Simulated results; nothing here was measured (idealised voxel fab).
process module | voxel wiring stack
cross-section cut | 170 nm wide | cells 5 nm
A cross-section is a grid of square cells, given in bands from the top down. A band is one or more rows of cells.
Each band's line starts with the height of the band's top and of its bottom, in nm. Then come its materials from left to right, each with its width in nm. One material with "throughout" fills the band from edge to edge. "air" is empty space.
Height 0 is the level under which the wafer as received is all one material. The lowest band goes on downwards, as in "0 down".
A width such as "30 to 40" changes by the same amount from each row of cells to the next, from the band's top row to its bottom row.
"no change" after a step means that no cell of the cross-section changed.
closed voids: empty space of 8 cells or more with no open way to the top, each as width x height at its distance from the left edge, in nm
after a step's settings: what the simulator itself notes on the step
overlay nm, on a step with a mask: how far to the right of its planned place the mask lay; to the left if negative
plan
1 op RECEIVE | material Si
2 op CONFORMAL_DEP | material SiO2 | thk nm 10
3 op DIRECTIONAL_DEP | material TiN | thk nm 5
4 op DIRECTIONAL_DEP | material Ru | thk nm 25
5 op PATTERN | tone cover | mask id METAL_1 | material resist | width nm 20 | pitch nm 45 | thk nm 20 | overlay nm 0
6 op DIRECTIONAL_ETCH | etch materials Ru | depth nm 25
7 op DIRECTIONAL_ETCH | etch materials TiN | depth nm 5
8 op STRIP | etch materials resist
9 op CONFORMAL_DEP | material SiN | thk nm 5
10 op FILL_DEP | material lowk | thk nm 10
11 op CMP | height nm 40
12 op CONFORMAL_DEP | material SiCN | thk nm 5
13 op DIRECTIONAL_DEP | material SiO2 | thk nm 10
14 op DIRECTIONAL_DEP | material aC | thk nm 10
15 op PATTERN | tone open | mask id PLUG_1 | material resist | width nm 15 | pitch nm 45 | thk nm 30 | overlay nm 0
16 op DIRECTIONAL_ETCH | etch materials aC | depth nm 10
17 op STRIP | etch materials resist
18 op DIRECTIONAL_ETCH | etch materials SiO2 | depth nm 10
19 op DIRECTIONAL_ETCH | etch materials SiCN | depth nm 5
20 op STRIP | etch materials aC
21 op CONFORMAL_DEP | material TiN | thk nm 5
22 op FILL_DEP | material Cu | thk nm 5
23 op CMP | height nm 55
24 op DIRECTIONAL_DEP | material TiN | thk nm 5
25 op DIRECTIONAL_DEP | material Ru | thk nm 20
26 op PATTERN | tone cover | mask id METAL_2 | material resist | width nm 20 | pitch nm 45 | thk nm 15 | overlay nm -15
27 op DIRECTIONAL_ETCH | etch materials Ru | depth nm 20
28 op DIRECTIONAL_ETCH | etch materials TiN | depth nm 5
29 op STRIP | etch materials resist
30 op FILL_DEP | material lowk | thk nm 5
31 op CMP | height nm 80
32 op CONFORMAL_DEP | material SiCN | thk nm 5
varied across the wafers: overlay nm of step 26. The plan shows the first wafer's value. All wafers start alike
first wafer as received, after step 1
  0 down: Si throughout
  closed voids: none
each wafer at the end: cells of each material gained (+) or lost (-) since it was received, then its closed voids
overlay nm -15 | +4 Cu | +72 Ru | +62 SiCN | +46 SiN | +124 SiO2 | +30 TiN | +240 lowk | closed voids: none
overlay nm -10 | +4 Cu | +72 Ru | +62 SiCN | +46 SiN | +124 SiO2 | +30 TiN | +240 lowk | closed voids: none
overlay nm -5 | +4 Cu | +72 Ru | +62 SiCN | +46 SiN | +124 SiO2 | +30 TiN | +240 lowk | closed voids: none
overlay nm 0 | +4 Cu | +72 Ru | +62 SiCN | +46 SiN | +124 SiO2 | +30 TiN | +240 lowk | closed voids: none
overlay nm 5 | +4 Cu | +72 Ru | +62 SiCN | +46 SiN | +124 SiO2 | +30 TiN | +240 lowk | closed voids: none
overlay nm 10 | +4 Cu | +72 Ru | +62 SiCN | +46 SiN | +124 SiO2 | +30 TiN | +240 lowk | closed voids: none
overlay nm 15 | +4 Cu | +72 Ru | +62 SiCN | +46 SiN | +124 SiO2 | +30 TiN | +240 lowk | closed voids: none
